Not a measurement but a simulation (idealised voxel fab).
The name of this process module is voxel capacitor over wiring.
The figure presents cross-section cut, which has a width of 170 nm and is divided into square cells with an edge length of 5 nm.
Notation: cross-section as square-cell grid; stated in bands, top first, going down; one or more cell rows per band.
What a band's entry tells you: where the top is and where the bottom is, as heights in nm, and after that what lies inside, material by material from left to right, each with its width in nm. Empty space is written as the word "blank", and a single material marked with the word "throughout" occupies the band from edge to edge.
Heights are reckoned from 0. Under this level, the received wafer is all of one material. The bottommost band is open-ended downward, for example "0 down".
A width such as "30->40" changes by the same amount from each row of cells to the next, from the band's top row to its bottom row.
The designation "no modifications", where it is given for a processing step, indicates that no cell of the cross-section was altered in the course of that step.
Empty spaces counting at least 8 cells and having no open way to the top are listed in "Unvented voids". The notation width x height at distance is used for each, the distance being from the left edge and all three values in nm.
Step line, after settings: the simulator's comment on this step.
A step line may carry the setting "overlay nm", which, for steps involving a mask, states the distance by which the mask lay to the right of its intended position; negative values denote displacement to the left.
Layout of what follows: cross-section pairs, each bracketing one process step, the after cross-section shown only to the lowest band that changed, the step between and its settings noted under each pair. Pairs may originate in different runs of this module on the same starting wafer; a pair continues from the pair above only where its entry headed "Structure before processing" says so.
Structure before processing
* 30 to 15 | 35 SiO2; 20 Ru; 60 SiO2; 20 Ru; 35 SiO2
* 15 to 10 | 35 SiO2; 20 TiN; 60 SiO2; 20 TiN; 35 SiO2
* 10 to 0 | Cu throughout
* 0 down | Si throughout
* Unvented voids: none
Cut View, Post-Step
* 35 to 30 | SiCN throughout
* For the remainder of the cross-section, below 30, there is no change.
* Unvented voids: none
Q: step between the cross-sections above? A: CONFORMAL_DEP (material SiCN; thk nm 5)
Structure before processing: same picture as after in the pair right above, so we don't repeat it.
Cut View, Post-Step
* 45 to 35 | SiO2 throughout
* For the remainder of the cross-section, below 35, there is no change.
* Unvented voids: none
Q: step between the cross-sections above? A: DIRECTIONAL_DEP (material SiO2; thk nm 10)
Structure before processing: same picture as after in the pair right above, so we don't repeat it.
Cut View, Post-Step
* 55 to 45 | aC throughout
* For the remainder of the cross-section, below 45, there is no change.
* Unvented voids: none
Q: step between the cross-sections above? A: DIRECTIONAL_DEP (material aC; thk nm 10)
Structure before processing: same picture as after in the pair right above, so we don't repeat it.
Cut View, Post-Step
* 80 to 55 | 40 resist; 15 blank; 115 resist
* For the remainder of the cross-section, below 55, there is no change.
* Unvented voids: none
Q: step between the cross-sections above? A: PATTERN (tone open; mask id PLUG_1; material resist; width nm 15; thk nm 25; overlay nm 0)
Structure before processing: same picture as after in the pair right above, so we don't repeat it.
Cut View, Post-Step
* 70 to 55 | 40 resist; 15 blank; 115 resist
* 55 to 45 | 40 aC; 15 blank; 115 aC
* For the remainder of the cross-section, below 45, there is no change.
* Unvented voids: none
Q: step between the cross-sections above? A: DIRECTIONAL_ETCH (etch materials aC; depth nm 10)
Structure before processing: same picture as after in the pair right above, so we don't repeat it.
Cut View, Post-Step
* 55 to 45 | 40 aC; 15 blank; 115 aC
* For the remainder of the cross-section, below 45, there is no change.
* Unvented voids: none
Q: step between the cross-sections above? A: STRIP (etch materials resist)
Structure before processing: same picture as after in the pair right above, so we don't repeat it.
Cut View, Post-Step
* 55 to 45 | 40 aC; 15 blank; 115 aC
* 45 to 35 | 40 SiO2; 15 blank; 115 SiO2
* For the remainder of the cross-section, below 35, there is no change.
* Unvented voids: none
Q: step between the cross-sections above? A: DIRECTIONAL_ETCH (etch materials SiO2; depth nm 10)
Structure before processing: same picture as after in the pair right above, so we don't repeat it.
Cut View, Post-Step
* 55 to 45 | 40 aC; 15 blank; 115 aC
* 45 to 35 | 40 SiO2; 15 blank; 115 SiO2
* 35 to 30 | 40 SiCN; 15 blank; 115 SiCN
* For the remainder of the cross-section, below 30, there is no change.
* Unvented voids: none
Q: step between the cross-sections above? A: DIRECTIONAL_ETCH (etch materials SiCN; depth nm 5)
Structure before processing: same picture as after in the pair right above, so we don't repeat it.
Cut View, Post-Step
* 45 to 35 | 40 SiO2; 15 blank; 115 SiO2
* For the remainder of the cross-section, below 35, there is no change.
* Unvented voids: none
Q: step between the cross-sections above? A: STRIP (etch materials aC)
Structure before processing: same picture as after in the pair right above, so we don't repeat it.
Cut View, Post-Step
* 50 to 45 | 45 TiN; 5 blank; 120 TiN
* 45 to 35 | 40 SiO2; 5 TiN; 5 blank; 5 TiN; 115 SiO2
* 35 to 30 | 40 SiCN; 15 TiN; 115 SiCN
* For the remainder of the cross-section, below 30, there is no change.
* Unvented voids: none
Q: step between the cross-sections above? A: CONFORMAL_DEP (material TiN; thk nm 5)
Structure before processing: same picture as after in the pair right above, so we don't repeat it.
Cut View, Post-Step
* 55 to 50 | Cu throughout
* 50 to 45 | 45 TiN; 5 Cu; 120 TiN
* 45 to 35 | 40 SiO2; 5 TiN; 5 Cu; 5 TiN; 115 SiO2
* For the remainder of the cross-section, below 35, there is no change.
* Unvented voids: none
Q: step between the cross-sections above? A: FILL_DEP (material Cu; thk nm 5)
Structure before processing: same picture as after in the pair right above, so we don't repeat it.
Cut View, Post-Step
* 45 to 35 | 40 SiO2; 5 TiN; 5 Cu; 5 TiN; 115 SiO2
* For the remainder of the cross-section, below 35, there is no change.
* Unvented voids: none
Q: step between the cross-sections above? A: CMP (height nm 45)
Structure before processing: same picture as after in the pair right above, so we don't repeat it.
Cut View, Post-Step
* 55 to 45 | TiN throughout
* For the remainder of the cross-section, below 45, there is no change.
* Unvented voids: none
Q: step between the cross-sections above? A: DIRECTIONAL_DEP (material TiN; thk nm 10)
Structure before processing: same picture as after in the pair right above, so we don't repeat it.
Cut View, Post-Step
* 60 to 55 | Al2O3 throughout
* For the remainder of the cross-section, below 55, there is no change.
* Unvented voids: none
Q: step between the cross-sections above? A: DIRECTIONAL_DEP (material Al2O3; thk nm 5)
Structure before processing: same picture as after in the pair right above, so we don't repeat it.
Cut View, Post-Step
* 70 to 60 | TiN throughout
* For the remainder of the cross-section, below 60, there is no change.
* Unvented voids: none
Q: step between the cross-sections above? A: DIRECTIONAL_DEP (material TiN; thk nm 10)
Structure before processing: same picture as after in the pair right above, so we don't repeat it.
Cut View, Post-Step
* 70 to 60 | 40 blank; 65 TiN; 65 blank
* For the remainder of the cross-section, below 60, there is no change.
* Unvented voids: none
Q: step between the cross-sections above? A: MASKED_ETCH (tone cover; mask id UPPER_PLATE; width nm 65; etch materials TiN; depth nm 10; overlay nm 0)
Structure before processing: same picture as after in the pair right above, so we don't repeat it.
Cut View, Post-Step
* 70 to 60 | 40 blank; 65 TiN; 65 blank
* 60 to 55 | 40 blank; 65 Al2O3; 65 blank
* For the remainder of the cross-section, below 55, there is no change.
* Unvented voids: none
Q: step between the cross-sections above? A: MASKED_ETCH (tone cover; mask id UPPER_PLATE; width nm 65; etch materials Al2O3; depth nm 5; overlay nm 0)
Structure before processing: same picture as after in the pair right above, so we don't repeat it.
Cut View, Post-Step
* 90 to 70 | 35 blank; 75 resist; 60 blank
* 70 to 60 | 35 blank; 5 resist; 65 TiN; 5 resist; 60 blank
* 60 to 55 | 35 blank; 5 resist; 65 Al2O3; 5 resist; 60 blank
* For the remainder of the cross-section, below 55, there is no change.
* Unvented voids: none
Q: step between the cross-sections above? A: PATTERN (tone cover; mask id LOWER_PLATE; material resist; width nm 75; thk nm 20; overlay nm 0)
Structure before processing: same picture as after in the pair right above, so we don't repeat it.
Cut View, Post-Step
* 90 to 70 | 35 blank; 75 resist; 60 blank
* 70 to 60 | 35 blank; 5 resist; 65 TiN; 5 resist; 60 blank
* 60 to 55 | 35 blank; 5 resist; 65 Al2O3; 5 resist; 60 blank
* 55 to 45 | 35 blank; 75 TiN; 60 blank
* For the remainder of the cross-section, below 45, there is no change.
* Unvented voids: none
Q: step between the cross-sections above? A: DIRECTIONAL_ETCH (etch materials TiN; depth nm 10)
Structure before processing: same picture as after in the pair right above, so we don't repeat it.
Cut View, Post-Step
* 70 to 60 | 40 blank; 65 TiN; 65 blank
* 60 to 55 | 40 blank; 65 Al2O3; 65 blank
* For the remainder of the cross-section, below 55, there is no change.
* Unvented voids: none
Q: step between the cross-sections above? A: STRIP (etch materials resist)
Structure before processing: same picture as after in the pair right above, so we don't repeat it.
Cut View, Post-Step
* 85 to 70 | SiO2 throughout
* 70 to 60 | 40 SiO2; 65 TiN; 65 SiO2
* 60 to 55 | 40 SiO2; 65 Al2O3; 65 SiO2
* 55 to 45 | 35 SiO2; 75 TiN; 60 SiO2
* For the remainder of the cross-section, below 45, there is no change.
* Unvented voids: none
Q: step between the cross-sections above? A: FILL_DEP (material SiO2; thk nm 15)
Structure before processing: same picture as after in the pair right above, so we don't repeat it.
Cut View, Post-Step
* 80 to 70 | SiO2 throughout
* For the remainder of the cross-section, below 70, there is no change.
* Unvented voids: none
Q: step between the cross-sections above? A: CMP (height nm 80)
Structure before processing: same picture as after in the pair right above, so we don't repeat it.
Cut View, Post-Step
* 100 to 80 | 50 resist; 15 blank; 105 resist
* For the remainder of the cross-section, below 80, there is no change.
* Unvented voids: none
Q: step between the cross-sections above? A: PATTERN (tone open; mask id PLUG_2; material resist; width nm 15; thk nm 20; overlay nm 0)
Structure before processing: same picture as after in the pair right above, so we don't repeat it.
Cut View, Post-Step
* 100 to 80 | 50 resist; 15 blank; 105 resist
* 80 to 70 | 50 SiO2; 15 blank; 105 SiO2
* For the remainder of the cross-section, below 70, there is no change.
* Unvented voids: none
Q: step between the cross-sections above? A: DIRECTIONAL_ETCH (etch materials SiO2; depth nm 10)
Structure before processing: same picture as after in the pair right above, so we don't repeat it.
Cut View, Post-Step
* 80 to 70 | 50 SiO2; 15 blank; 105 SiO2
* For the remainder of the cross-section, below 70, there is no change.
* Unvented voids: none
Q: step between the cross-sections above? A: STRIP (etch materials resist)
Structure before processing: same picture as after in the pair right above, so we don't repeat it.
Cut View, Post-Step
* 85 to 80 | 55 TiN; 5 blank; 110 TiN
* 80 to 75 | 50 SiO2; 5 TiN; 5 blank; 5 TiN; 105 SiO2
* 75 to 70 | 50 SiO2; 15 TiN; 105 SiO2
* For the remainder of the cross-section, below 70, there is no change.
* Unvented voids: none
Q: step between the cross-sections above? A: CONFORMAL_DEP (material TiN; thk nm 5)
Structure before processing: same picture as after in the pair right above, so we don't repeat it.
Cut View, Post-Step
* 95 to 85 | Ru throughout
* 85 to 80 | 55 TiN; 5 Ru; 110 TiN
* 80 to 75 | 50 SiO2; 5 TiN; 5 Ru; 5 TiN; 105 SiO2
* For the remainder of the cross-section, below 75, there is no change.
* Unvented voids: none
Q: step between the cross-sections above? A: FILL_DEP (material Ru; thk nm 10)
Structure before processing: same picture as after in the pair right above, so we don't repeat it.
Cut View, Post-Step
* 80 to 75 | 50 SiO2; 5 TiN; 5 Ru; 5 TiN; 105 SiO2
* For the remainder of the cross-section, below 75, there is no change.
* Unvented voids: none
Q: step between the cross-sections above? A: CMP (height nm 80)
Structure before processing: same picture as after in the pair right above, so we don't repeat it.
Cut View, Post-Step
* 85 to 80 | SiN throughout
* For the remainder of the cross-section, below 80, there is no change.
* Unvented voids: none
Q: step between the cross-sections above? A: CONFORMAL_DEP (material SiN; thk nm 5)
Structure before processing
* 70 to 60 | TiN throughout
* 60 to 55 | Al2O3 throughout
* 55 to 45 | TiN throughout
* 45 to 35 | 40 SiO2; 5 TiN; 5 Cu; 5 TiN; 115 SiO2
* 35 to 30 | 40 SiCN; 15 TiN; 115 SiCN
* 30 to 15 | 35 SiO2; 20 Ru; 60 SiO2; 20 Ru; 35 SiO2
* 15 to 10 | 35 SiO2; 20 TiN; 60 SiO2; 20 TiN; 35 SiO2
* 10 to 0 | SiO2 throughout
* 0 down | Si throughout
* Unvented voids: none
Cut View, Post-Step
* 70 to 60 | 40 TiN; 65 blank; 65 TiN
* For the remainder of the cross-section, below 60, there is no change.
* Unvented voids: none
Q: step between the cross-sections above? A: MASKED_ETCH (tone open; mask id UPPER_PLATE; width nm 65; etch materials TiN; depth nm 10; overlay nm 0)
Structure before processing: same picture as after in the pair right above, so we don't repeat it.
Cut View, Post-Step
* 90 to 70 | 35 blank; 75 resist; 60 blank
* 70 to 60 | 40 TiN; 65 resist; 65 TiN
* For the remainder of the cross-section, below 60, there is no change.
* Unvented voids: none
Q: step between the cross-sections above? A: PATTERN (tone cover; mask id LOWER_PLATE; material resist; width nm 75; thk nm 20; overlay nm 0)
Structure before processing: same picture as after in the pair right above, so we don't repeat it.
Cut View, Post-Step
* 90 to 70 | 35 blank; 75 resist; 60 blank
* 70 to 60 | 35 blank; 5 TiN; 65 resist; 5 TiN; 60 blank
* For the remainder of the cross-section, below 60, there is no change.
* Unvented voids: none
Q: step between the cross-sections above? A: DIRECTIONAL_ETCH (etch materials TiN; depth nm 10)
Structure before processing: same picture as after in the pair right above, so we don't repeat it.
Cut View, Post-Step
* 70 to 60 | 35 blank; 5 TiN; 65 blank; 5 TiN; 60 blank
* For the remainder of the cross-section, below 60, there is no change.
* Unvented voids: none
Q: step between the cross-sections above? A: STRIP (etch materials resist)
Structure before processing: same picture as after in the pair right above, so we don't repeat it.
Cut View, Post-Step
* 85 to 70 | SiO2 throughout
* 70 to 60 | 35 SiO2; 5 TiN; 65 SiO2; 5 TiN; 60 SiO2
* For the remainder of the cross-section, below 60, there is no change.
* Unvented voids: none
Q: step between the cross-sections above? A: FILL_DEP (material SiO2; thk nm 15)
Structure before processing: same picture as after in the pair right above, so we don't repeat it.
Cut View, Post-Step
* 80 to 70 | SiO2 throughout
* For the remainder of the cross-section, below 70, there is no change.
* Unvented voids: none
Q: step between the cross-sections above? A: CMP (height nm 80)
Structure before processing: same picture as after in the pair right above, so we don't repeat it.
Cut View, Post-Step
* 100 to 80 | 50 resist; 15 blank; 105 resist
* For the remainder of the cross-section, below 80, there is no change.
* Unvented voids: none
Q: step between the cross-sections above? A: PATTERN (tone open; mask id PLUG_2; material resist; width nm 15; thk nm 20; overlay nm 0)
Structure before processing: same picture as after in the pair right above, so we don't repeat it.
Cut View, Post-Step
* 100 to 80 | 50 resist; 15 blank; 105 resist
* 80 to 70 | 50 SiO2; 15 blank; 105 SiO2
* For the remainder of the cross-section, below 70, there is no change.
* Unvented voids: none
Q: step between the cross-sections above? A: DIRECTIONAL_ETCH (etch materials SiO2; depth nm 10)
Structure before processing: same picture as after in the pair right above, so we don't repeat it.
Cut View, Post-Step
* 80 to 70 | 50 SiO2; 15 blank; 105 SiO2
* For the remainder of the cross-section, below 70, there is no change.
* Unvented voids: none
Q: step between the cross-sections above? A: STRIP (etch materials resist)
Structure before processing: same picture as after in the pair right above, so we don't repeat it.
Cut View, Post-Step
* 85 to 80 | 55 TiN; 5 blank; 110 TiN
* 80 to 75 | 50 SiO2; 5 TiN; 5 blank; 5 TiN; 105 SiO2
* 75 to 70 | 50 SiO2; 15 TiN; 105 SiO2
* For the remainder of the cross-section, below 70, there is no change.
* Unvented voids: none
Q: step between the cross-sections above? A: CONFORMAL_DEP (material TiN; thk nm 5)
Structure before processing: same picture as after in the pair right above, so we don't repeat it.
Cut View, Post-Step
* 95 to 85 | Ru throughout
* 85 to 80 | 55 TiN; 5 Ru; 110 TiN
* 80 to 75 | 50 SiO2; 5 TiN; 5 Ru; 5 TiN; 105 SiO2
* For the remainder of the cross-section, below 75, there is no change.
* Unvented voids: none
Q: step between the cross-sections above? A: FILL_DEP (material Ru; thk nm 10)
Structure before processing: same picture as after in the pair right above, so we don't repeat it.
Cut View, Post-Step
* 80 to 75 | 50 SiO2; 5 TiN; 5 Ru; 5 TiN; 105 SiO2
* For the remainder of the cross-section, below 75, there is no change.
* Unvented voids: none
Q: step between the cross-sections above? A: CMP (height nm 80)
Structure before processing: same picture as after in the pair right above, so we don't repeat it.
Cut View, Post-Step
* 85 to 80 | SiN throughout
* For the remainder of the cross-section, below 80, there is no change.
* Unvented voids: none
Q: step between the cross-sections above? A: CONFORMAL_DEP (material SiN; thk nm 5)
